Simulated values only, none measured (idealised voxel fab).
process module | voxel quadruple lines
cross-section cut | 150 nm wide | cells 5 nm
A cross-section is a grid of square cells, given in bands from the top down. A band is one or more rows of cells.
Each band's line starts with the height of the band's top and of its bottom, in nm. Then come its materials from left to right, each with its width in nm. One material with "throughout" fills the band from edge to edge. "air" is empty space.
Height 0 is the level under which the wafer as received is all one material. The lowest band goes on downwards, as in "0 down".
A width such as "30 to 40" changes by the same amount from each row of cells to the next, from the band's top row to its bottom row.
"no change" after a step means that no cell of the cross-section changed.
closed voids: empty space of 8 cells or more with no open way to the top, each as width x height at its distance from the left edge, in nm
after a step's settings: what the simulator itself notes on the step
overlay nm, on a step with a mask: how far to the right of its planned place the mask lay; to the left if negative
Each pair below shows a cross-section before one step and the cross-section after it, down to the lowest band that changed. The line under each pair gives the step between them, with its settings. The pairs can come from different runs of this module on the same starting wafer, so a pair continues from the pair above only where its "before" says so.
before
  0 down: Si throughout
  closed voids: none
after
  10 to 0: Al2O3 throughout
  below 0: unchanged
  closed voids: none
the step between: op CONFORMAL_DEP | material Al2O3 | thk nm 10
before: the cross-section after the pair above
after
  20 to 10: W throughout
  below 10: unchanged
  closed voids: none
the step between: op DIRECTIONAL_DEP | material W | thk nm 10
before: the cross-section after the pair above
after
  40 to 20: polySi throughout
  below 20: unchanged
  closed voids: none
the step between: op DIRECTIONAL_DEP | material polySi | thk nm 20
before: the cross-section after the pair above
after
  60 to 40: aC throughout
  below 40: unchanged
  closed voids: none
the step between: op DIRECTIONAL_DEP | material aC | thk nm 20
before: the cross-section after the pair above
after
  90 to 60: air 60 | resist 30 | air 60
  below 60: unchanged
  closed voids: none
the step between: op PATTERN | tone cover | mask id MANDREL | material resist | width nm 30 | thk nm 30 | overlay nm 0
before: the cross-section after the pair above
after
  70 to 60: air 60 | resist 30 | air 60
  60 to 40: air 60 | aC 30 | air 60
  below 40: unchanged
  closed voids: none
the step between: op DIRECTIONAL_ETCH | etch materials aC | depth nm 20
before: the cross-section after the pair above
after
  60 to 40: air 60 | aC 30 | air 60
  below 40: unchanged
  closed voids: none
the step between: op STRIP | etch materials resist
before: the cross-section after the pair above
after
  70 to 60: air 50 | SiO2 50 | air 50
  60 to 50: air 50 | SiO2 10 | aC 30 | SiO2 10 | air 50
  50 to 40: SiO2 60 | aC 30 | SiO2 60
  below 40: unchanged
  closed voids: none
the step between: op CONFORMAL_DEP | material SiO2 | thk nm 10
before: the cross-section after the pair above
after
  60 to 40: air 50 | SiO2 10 | aC 30 | SiO2 10 | air 50
  below 40: unchanged
  closed voids: none
the step between: op DIRECTIONAL_ETCH | etch materials SiO2 | depth nm 10
before: the cross-section after the pair above
after
  60 to 40: air 50 | SiO2 10 | air 30 | SiO2 10 | air 50
  below 40: unchanged
  closed voids: none
the step between: op STRIP | etch materials aC
before: the cross-section after the pair above
after
  60 to 40: air 50 | SiO2 10 | air 30 | SiO2 10 | air 50
  40 to 20: air 50 | polySi 10 | air 30 | polySi 10 | air 50
  below 20: unchanged
  closed voids: none
the step between: op DIRECTIONAL_ETCH | etch materials polySi | depth nm 20
before: the cross-section after the pair above
after
  40 to 20: air 50 | polySi 10 | air 30 | polySi 10 | air 50
  below 20: unchanged
  closed voids: none
the step between: op STRIP | etch materials SiO2
before: the cross-section after the pair above
after
  50 to 40: air 40 | SiCN 30 | air 10 | SiCN 30 | air 40
  40 to 30: air 40 | SiCN 10 | polySi 10 | SiCN 10 | air 10 | SiCN 10 | polySi 10 | SiCN 10 | air 40
  30 to 20: SiCN 50 | polySi 10 | SiCN 30 | polySi 10 | SiCN 50
  below 20: unchanged
  closed voids: none
the step between: op CONFORMAL_DEP | material SiCN | thk nm 10
before: the cross-section after the pair above
after
  40 to 20: air 40 | SiCN 10 | polySi 10 | SiCN 10 | air 10 | SiCN 10 | polySi 10 | SiCN 10 | air 40
  below 20: unchanged
  closed voids: none
the step between: op DIRECTIONAL_ETCH | etch materials SiCN | depth nm 10
before: the cross-section after the pair above
after
  40 to 20: air 40 | SiCN 10 | air 10 | SiCN 10 | air 10 | SiCN 10 | air 10 | SiCN 10 | air 40
  below 20: unchanged
  closed voids: none
the step between: op STRIP | etch materials polySi
before: the cross-section after the pair above
after
  40 to 20: air 40 | SiCN 10 | air 10 | SiCN 10 | air 10 | SiCN 10 | air 10 | SiCN 10 | air 40
  20 to 10: air 40 | W 10 | air 10 | W 10 | air 10 | W 10 | air 10 | W 10 | air 40
  below 10: unchanged
  closed voids: none
the step between: op DIRECTIONAL_ETCH | etch materials W | depth nm 10
before: the cross-section after the pair above
after
  20 to 10: air 40 | W 10 | air 10 | W 10 | air 10 | W 10 | air 10 | W 10 | air 40
  below 10: unchanged
  closed voids: none
the step between: op STRIP | etch materials SiCN
before
  0 down: Si throughout
  closed voids: none
after
  10 to 0: W throughout
  below 0: unchanged
  closed voids: none
the step between: op DIRECTIONAL_DEP | material W | thk nm 10
before: the cross-section after the pair above
after
  30 to 10: polySi throughout
  below 10: unchanged
  closed voids: none
the step between: op DIRECTIONAL_DEP | material polySi | thk nm 20
before: the cross-section after the pair above
after
  50 to 30: aC throughout
  below 30: unchanged
  closed voids: none
the step between: op DIRECTIONAL_DEP | material aC | thk nm 20
before: the cross-section after the pair above
after
  80 to 50: air 60 | resist 30 | air 60
  below 50: unchanged
  closed voids: none
the step between: op PATTERN | tone cover | mask id MANDREL | material resist | width nm 30 | thk nm 30 | overlay nm 0
before: the cross-section after the pair above
after
  60 to 50: air 60 | resist 30 | air 60
  50 to 30: air 60 | aC 30 | air 60
  below 30: unchanged
  closed voids: none
the step between: op DIRECTIONAL_ETCH | etch materials aC | depth nm 20
before: the cross-section after the pair above
after
  50 to 30: air 60 | aC 30 | air 60
  below 30: unchanged
  closed voids: none
the step between: op STRIP | etch materials resist
before: the cross-section after the pair above
after
  60 to 50: air 50 | SiO2 50 | air 50
  50 to 40: air 50 | SiO2 10 | aC 30 | SiO2 10 | air 50
  40 to 30: SiO2 60 | aC 30 | SiO2 60
  below 30: unchanged
  closed voids: none
the step between: op CONFORMAL_DEP | material SiO2 | thk nm 10
before: the cross-section after the pair above
after
  50 to 30: air 50 | SiO2 10 | aC 30 | SiO2 10 | air 50
  below 30: unchanged
  closed voids: none
the step between: op DIRECTIONAL_ETCH | etch materials SiO2 | depth nm 10
before: the cross-section after the pair above
after
  50 to 30: air 50 | SiO2 10 | air 30 | SiO2 10 | air 50
  below 30: unchanged
  closed voids: none
the step between: op STRIP | etch materials aC
before: the cross-section after the pair above
after
  50 to 30: air 50 | SiO2 10 | air 30 | SiO2 10 | air 50
  30 to 10: air 50 | polySi 10 | air 30 | polySi 10 | air 50
  below 10: unchanged
  closed voids: none
the step between: op DIRECTIONAL_ETCH | etch materials polySi | depth nm 20
before: the cross-section after the pair above
after
  30 to 10: air 50 | polySi 10 | air 30 | polySi 10 | air 50
  below 10: unchanged
  closed voids: none
the step between: op STRIP | etch materials SiO2
before: the cross-section after the pair above
after
  40 to 30: air 40 | SiCN 30 | air 10 | SiCN 30 | air 40
  30 to 20: air 40 | SiCN 10 | polySi 10 | SiCN 10 | air 10 | SiCN 10 | polySi 10 | SiCN 10 | air 40
  20 to 10: SiCN 50 | polySi 10 | SiCN 30 | polySi 10 | SiCN 50
  below 10: unchanged
  closed voids: none
the step between: op CONFORMAL_DEP | material SiCN | thk nm 10
before: the cross-section after the pair above
after
  30 to 10: air 40 | SiCN 10 | polySi 10 | SiCN 10 | air 10 | SiCN 10 | polySi 10 | SiCN 10 | air 40
  below 10: unchanged
  closed voids: none
the step between: op DIRECTIONAL_ETCH | etch materials SiCN | depth nm 10
before: the cross-section after the pair above
after
  30 to 10: air 40 | SiCN 10 | air 10 | SiCN 10 | air 10 | SiCN 10 | air 10 | SiCN 10 | air 40
  below 10: unchanged
  closed voids: none
the step between: op STRIP | etch materials polySi
before: the cross-section after the pair above
after
  30 to 10: air 40 | SiCN 10 | air 10 | SiCN 10 | air 10 | SiCN 10 | air 10 | SiCN 10 | air 40
  10 to 0: air 40 | W 10 | air 10 | W 10 | air 10 | W 10 | air 10 | W 10 | air 40
  below 0: unchanged
  closed voids: none
the step between: op DIRECTIONAL_ETCH | etch materials W | depth nm 10
before: the cross-section after the pair above
after
  10 to 0: air 40 | W 10 | air 10 | W 10 | air 10 | W 10 | air 10 | W 10 | air 40
  below 0: unchanged
  closed voids: none
the step between: op STRIP | etch materials SiCN
before
  10 to 0: W throughout
  0 down: Si throughout
  closed voids: none
after
  20 to 10: Al2O3 throughout
  below 10: unchanged
  closed voids: none
the step between: op CONFORMAL_DEP | material Al2O3 | thk nm 10
before: the cross-section after the pair above
after
  40 to 20: polySi throughout
  below 20: unchanged
  closed voids: none
the step between: op DIRECTIONAL_DEP | material polySi | thk nm 20
before: the cross-section after the pair above
after
  60 to 40: aC throughout
  below 40: unchanged
  closed voids: none
the step between: op DIRECTIONAL_DEP | material aC | thk nm 20
before: the cross-section after the pair above
after
  90 to 60: air 60 | resist 30 | air 60
  below 60: unchanged
  closed voids: none
the step between: op PATTERN | tone cover | mask id MANDREL | material resist | width nm 30 | thk nm 30 | overlay nm 0
before: the cross-section after the pair above
after
  70 to 60: air 60 | resist 30 | air 60
  60 to 40: air 60 | aC 30 | air 60
  below 40: unchanged
  closed voids: none
the step between: op DIRECTIONAL_ETCH | etch materials aC | depth nm 20
before: the cross-section after the pair above
after
  60 to 40: air 60 | aC 30 | air 60
  below 40: unchanged
  closed voids: none
the step between: op STRIP | etch materials resist
before: the cross-section after the pair above
after
  70 to 60: air 50 | SiO2 50 | air 50
  60 to 50: air 50 | SiO2 10 | aC 30 | SiO2 10 | air 50
  50 to 40: SiO2 60 | aC 30 | SiO2 60
  below 40: unchanged
  closed voids: none
the step between: op CONFORMAL_DEP | material SiO2 | thk nm 10
before: the cross-section after the pair above
after
  60 to 40: air 50 | SiO2 10 | aC 30 | SiO2 10 | air 50
  below 40: unchanged
  closed voids: none
the step between: op DIRECTIONAL_ETCH | etch materials SiO2 | depth nm 10
before: the cross-section after the pair above
after
  60 to 40: air 50 | SiO2 10 | air 30 | SiO2 10 | air 50
  below 40: unchanged
  closed voids: none
the step between: op STRIP | etch materials aC
before: the cross-section after the pair above
after
  60 to 40: air 50 | SiO2 10 | air 30 | SiO2 10 | air 50
  40 to 20: air 50 | polySi 10 | air 30 | polySi 10 | air 50
  below 20: unchanged
  closed voids: none
the step between: op DIRECTIONAL_ETCH | etch materials polySi | depth nm 20
before: the cross-section after the pair above
after
  40 to 20: air 50 | polySi 10 | air 30 | polySi 10 | air 50
  below 20: unchanged
  closed voids: none
the step between: op STRIP | etch materials SiO2
before: the cross-section after the pair above
after
  50 to 40: air 40 | SiCN 30 | air 10 | SiCN 30 | air 40
  40 to 30: air 40 | SiCN 10 | polySi 10 | SiCN 10 | air 10 | SiCN 10 | polySi 10 | SiCN 10 | air 40
  30 to 20: SiCN 50 | polySi 10 | SiCN 30 | polySi 10 | SiCN 50
  below 20: unchanged
  closed voids: none
the step between: op CONFORMAL_DEP | material SiCN | thk nm 10
before: the cross-section after the pair above
after
  40 to 20: air 40 | SiCN 10 | polySi 10 | SiCN 10 | air 10 | SiCN 10 | polySi 10 | SiCN 10 | air 40
  below 20: unchanged
  closed voids: none
the step between: op DIRECTIONAL_ETCH | etch materials SiCN | depth nm 10
before: the cross-section after the pair above
after
  40 to 20: air 40 | SiCN 10 | air 10 | SiCN 10 | air 10 | SiCN 10 | air 10 | SiCN 10 | air 40
  below 20: unchanged
  closed voids: none
the step between: op STRIP | etch materials polySi
before: the cross-section after the pair above
after
  20 to 10: Al2O3 throughout
  below 10: unchanged
  closed voids: none
the step between: op STRIP | etch materials SiCN
before
  40 to 20: air 40 | SiCN 10 | air 10 | SiCN 10 | air 10 | SiCN 10 | air 10 | SiCN 10 | air 40
  20 to 10: W throughout
  10 to 0: Al2O3 throughout
  0 down: Si throughout
  closed voids: none
after
  40 to 20: air 40 | SiCN 10 | air 10 | SiCN 10 | air 10 | SiCN 10 | air 10 | SiCN 10 | air 40
  20 to 15: air 40 | W 10 | air 10 | W 10 | air 10 | W 10 | air 10 | W 10 | air 40
  below 15: unchanged
  closed voids: none
the step between: op DIRECTIONAL_ETCH | etch materials W | depth nm 5
before: the cross-section after the pair above
after
  20 to 15: air 40 | W 10 | air 10 | W 10 | air 10 | W 10 | air 10 | W 10 | air 40
  below 15: unchanged
  closed voids: none
the step between: op STRIP | etch materials SiCN
before
  60 to 40: aC throughout
  40 to 20: polySi throughout
  20 to 10: W throughout
  10 to 0: Al2O3 throughout
  0 down: Si throughout
  closed voids: none
after
  90 to 60: air 55 | resist 40 | air 55
  below 60: unchanged
  closed voids: none
the step between: op PATTERN | tone cover | mask id MANDREL | material resist | width nm 40 | thk nm 30 | overlay nm 0
before: the cross-section after the pair above
after
  70 to 60: air 55 | resist 40 | air 55
  60 to 40: air 55 | aC 40 | air 55
  below 40: unchanged
  closed voids: none
the step between: op DIRECTIONAL_ETCH | etch materials aC | depth nm 20
before: the cross-section after the pair above
after
  60 to 40: air 55 | aC 40 | air 55
  below 40: unchanged
  closed voids: none
the step between: op STRIP | etch materials resist
before: the cross-section after the pair above
after
  70 to 60: air 45 | SiO2 60 | air 45
  60 to 50: air 45 | SiO2 10 | aC 40 | SiO2 10 | air 45
  50 to 40: SiO2 55 | aC 40 | SiO2 55
  below 40: unchanged
  closed voids: none
the step between: op CONFORMAL_DEP | material SiO2 | thk nm 10
before: the cross-section after the pair above
after
  60 to 40: air 45 | SiO2 10 | aC 40 | SiO2 10 | air 45
  below 40: unchanged
  closed voids: none
the step between: op DIRECTIONAL_ETCH | etch materials SiO2 | depth nm 10
before: the cross-section after the pair above
after
  60 to 40: air 45 | SiO2 10 | air 40 | SiO2 10 | air 45
  below 40: unchanged
  closed voids: none
the step between: op STRIP | etch materials aC
before: the cross-section after the pair above
after
  60 to 40: air 45 | SiO2 10 | air 40 | SiO2 10 | air 45
  40 to 20: air 45 | polySi 10 | air 40 | polySi 10 | air 45
  below 20: unchanged
  closed voids: none
the step between: op DIRECTIONAL_ETCH | etch materials polySi | depth nm 20
before: the cross-section after the pair above
after
  40 to 20: air 45 | polySi 10 | air 40 | polySi 10 | air 45
  below 20: unchanged
  closed voids: none
the step between: op STRIP | etch materials SiO2
before: the cross-section after the pair above
after
  50 to 40: air 35 | SiCN 30 | air 20 | SiCN 30 | air 35
  40 to 30: air 35 | SiCN 10 | polySi 10 | SiCN 10 | air 20 | SiCN 10 | polySi 10 | SiCN 10 | air 35
  30 to 20: SiCN 45 | polySi 10 | SiCN 40 | polySi 10 | SiCN 45
  below 20: unchanged
  closed voids: none
the step between: op CONFORMAL_DEP | material SiCN | thk nm 10
before: the cross-section after the pair above
after
  40 to 20: air 35 | SiCN 10 | polySi 10 | SiCN 10 | air 20 | SiCN 10 | polySi 10 | SiCN 10 | air 35
  below 20: unchanged
  closed voids: none
the step between: op DIRECTIONAL_ETCH | etch materials SiCN | depth nm 10
before: the cross-section after the pair above
after
  40 to 20: air 35 | SiCN 10 | air 10 | SiCN 10 | air 20 | SiCN 10 | air 10 | SiCN 10 | air 35
  below 20: unchanged
  closed voids: none
the step between: op STRIP | etch materials polySi
before: the cross-section after the pair above
after
  40 to 20: air 35 | SiCN 10 | air 10 | SiCN 10 | air 20 | SiCN 10 | air 10 | SiCN 10 | air 35
  20 to 10: air 35 | W 10 | air 10 | W 10 | air 20 | W 10 | air 10 | W 10 | air 35
  below 10: unchanged
  closed voids: none
the step between: op DIRECTIONAL_ETCH | etch materials W | depth nm 10
before: the cross-section after the pair above
after
  20 to 10: air 35 | W 10 | air 10 | W 10 | air 20 | W 10 | air 10 | W 10 | air 35
  below 10: unchanged
  closed voids: none
the step between: op STRIP | etch materials SiCN
before
  60 to 40: aC throughout
  40 to 20: polySi throughout
  20 to 10: W throughout
  10 to 0: Al2O3 throughout
  0 down: Si throughout
  closed voids: none
after
  90 to 60: air 55 | resist 30 | air 65
  below 60: unchanged
  closed voids: none
the step between: op PATTERN | tone cover | mask id MANDREL | material resist | width nm 30 | thk nm 30 | overlay nm -5
before: the cross-section after the pair above
after
  70 to 60: air 55 | resist 30 | air 65
  60 to 40: air 55 | aC 30 | air 65
  below 40: unchanged
  closed voids: none
the step between: op DIRECTIONAL_ETCH | etch materials aC | depth nm 20
before: the cross-section after the pair above
after
  60 to 40: air 55 | aC 30 | air 65
  below 40: unchanged
  closed voids: none
the step between: op STRIP | etch materials resist
before: the cross-section after the pair above
after
  70 to 60: air 45 | SiO2 50 | air 55
  60 to 50: air 45 | SiO2 10 | aC 30 | SiO2 10 | air 55
  50 to 40: SiO2 55 | aC 30 | SiO2 65
  below 40: unchanged
  closed voids: none
the step between: op CONFORMAL_DEP | material SiO2 | thk nm 10
before: the cross-section after the pair above
after
  60 to 40: air 45 | SiO2 10 | aC 30 | SiO2 10 | air 55
  below 40: unchanged
  closed voids: none
the step between: op DIRECTIONAL_ETCH | etch materials SiO2 | depth nm 10
before: the cross-section after the pair above
after
  60 to 40: air 45 | SiO2 10 | air 30 | SiO2 10 | air 55
  below 40: unchanged
  closed voids: none
the step between: op STRIP | etch materials aC
before: the cross-section after the pair above
after
  60 to 40: air 45 | SiO2 10 | air 30 | SiO2 10 | air 55
  40 to 20: air 45 | polySi 10 | air 30 | polySi 10 | air 55
  below 20: unchanged
  closed voids: none
the step between: op DIRECTIONAL_ETCH | etch materials polySi | depth nm 20
before: the cross-section after the pair above
after
  40 to 20: air 45 | polySi 10 | air 30 | polySi 10 | air 55
  below 20: unchanged
  closed voids: none
the step between: op STRIP | etch materials SiO2
before: the cross-section after the pair above
after
  50 to 40: air 35 | SiCN 30 | air 10 | SiCN 30 | air 45
  40 to 30: air 35 | SiCN 10 | polySi 10 | SiCN 10 | air 10 | SiCN 10 | polySi 10 | SiCN 10 | air 45
  30 to 20: SiCN 45 | polySi 10 | SiCN 30 | polySi 10 | SiCN 55
  below 20: unchanged
  closed voids: none
the step between: op CONFORMAL_DEP | material SiCN | thk nm 10
before: the cross-section after the pair above
after
  40 to 20: air 35 | SiCN 10 | polySi 10 | SiCN 10 | air 10 | SiCN 10 | polySi 10 | SiCN 10 | air 45
  below 20: unchanged
  closed voids: none
the step between: op DIRECTIONAL_ETCH | etch materials SiCN | depth nm 10
before: the cross-section after the pair above
after
  40 to 20: air 35 | SiCN 10 | air 10 | SiCN 10 | air 10 | SiCN 10 | air 10 | SiCN 10 | air 45
  below 20: unchanged
  closed voids: none
the step between: op STRIP | etch materials polySi
before: the cross-section after the pair above
after
  40 to 20: air 35 | SiCN 10 | air 10 | SiCN 10 | air 10 | SiCN 10 | air 10 | SiCN 10 | air 45
  20 to 10: air 35 | W 10 | air 10 | W 10 | air 10 | W 10 | air 10 | W 10 | air 45
  below 10: unchanged
  closed voids: none
the step between: op DIRECTIONAL_ETCH | etch materials W | depth nm 10
before: the cross-section after the pair above
after
  20 to 10: air 35 | W 10 | air 10 | W 10 | air 10 | W 10 | air 10 | W 10 | air 45
  below 10: unchanged
  closed voids: none
the step between: op STRIP | etch materials SiCN
before
  40 to 20: air 50 | polySi 10 | air 30 | polySi 10 | air 50
  20 to 10: W throughout
  10 to 0: Al2O3 throughout
  0 down: Si throughout
  closed voids: none
after
  50 to 40: air 40 | SiO2 30 | air 10 | SiO2 30 | air 40
  40 to 30: air 40 | SiO2 10 | polySi 10 | SiO2 10 | air 10 | SiO2 10 | polySi 10 | SiO2 10 | air 40
  30 to 20: SiO2 50 | polySi 10 | SiO2 30 | polySi 10 | SiO2 50
  below 20: unchanged
  closed voids: none
the step between: op CONFORMAL_DEP | material SiO2 | thk nm 10
before
  60 to 40: aC throughout
  40 to 20: polySi throughout
  20 to 10: W throughout
  10 to 0: Al2O3 throughout
  0 down: Si throughout
  closed voids: none
after
  90 to 60: resist 60 | air 30 | resist 60
  below 60: unchanged
  closed voids: none
the step between: op PATTERN | tone open | mask id MANDREL | material resist | width nm 30 | thk nm 30 | overlay nm 0
before: the cross-section after the pair above
after
  70 to 60: resist 60 | air 30 | resist 60
  60 to 40: aC 60 | air 30 | aC 60
  below 40: unchanged
  closed voids: none
the step between: op DIRECTIONAL_ETCH | etch materials aC | depth nm 20
before: the cross-section after the pair above
after
  60 to 40: aC 60 | air 30 | aC 60
  below 40: unchanged
  closed voids: none
the step between: op STRIP | etch materials resist
before: the cross-section after the pair above
after
  70 to 60: SiO2 70 | air 10 | SiO2 70
  60 to 50: aC 60 | SiO2 10 | air 10 | SiO2 10 | aC 60
  50 to 40: aC 60 | SiO2 30 | aC 60
  below 40: unchanged
  closed voids: none
the step between: op CONFORMAL_DEP | material SiO2 | thk nm 10
before: the cross-section after the pair above
after
  60 to 40: aC 60 | SiO2 10 | air 10 | SiO2 10 | aC 60
  below 40: unchanged
  closed voids: none
the step between: op DIRECTIONAL_ETCH | etch materials SiO2 | depth nm 10
before: the cross-section after the pair above
after
  60 to 40: air 60 | SiO2 10 | air 10 | SiO2 10 | air 60
  below 40: unchanged
  closed voids: none
the step between: op STRIP | etch materials aC
before: the cross-section after the pair above
after
  60 to 40: air 60 | SiO2 10 | air 10 | SiO2 10 | air 60
  40 to 20: air 60 | polySi 10 | air 10 | polySi 10 | air 60
  below 20: unchanged
  closed voids: none
the step between: op DIRECTIONAL_ETCH | etch materials polySi | depth nm 20
before: the cross-section after the pair above
after
  40 to 20: air 60 | polySi 10 | air 10 | polySi 10 | air 60
  below 20: unchanged
  closed voids: none
the step between: op STRIP | etch materials SiO2
before: the cross-section after the pair above
after
  50 to 40: air 50 | SiCN 50 | air 50
  40 to 30: air 50 | SiCN 10 | polySi 10 | SiCN 10 | polySi 10 | SiCN 10 | air 50
  30 to 20: SiCN 60 | polySi 10 | SiCN 10 | polySi 10 | SiCN 60
  below 20: unchanged
  closed voids: none
the step between: op CONFORMAL_DEP | material SiCN | thk nm 10
before: the cross-section after the pair above
after
  40 to 20: air 50 | SiCN 10 | polySi 10 | SiCN 10 | polySi 10 | SiCN 10 | air 50
  below 20: unchanged
  closed voids: none
the step between: op DIRECTIONAL_ETCH | etch materials SiCN | depth nm 10
before: the cross-section after the pair above
after
  40 to 20: air 50 | SiCN 10 | air 10 | SiCN 10 | air 10 | SiCN 10 | air 50
  below 20: unchanged
  closed voids: none
the step between: op STRIP | etch materials polySi
before: the cross-section after the pair above
after
  40 to 20: air 50 | SiCN 10 | air 10 | SiCN 10 | air 10 | SiCN 10 | air 50
  20 to 10: air 50 | W 10 | air 10 | W 10 | air 10 | W 10 | air 50
  below 10: unchanged
  closed voids: none
the step between: op DIRECTIONAL_ETCH | etch materials W | depth nm 10
before: the cross-section after the pair above
after
  20 to 10: air 50 | W 10 | air 10 | W 10 | air 10 | W 10 | air 50
  below 10: unchanged
  closed voids: none
the step between: op STRIP | etch materials SiCN
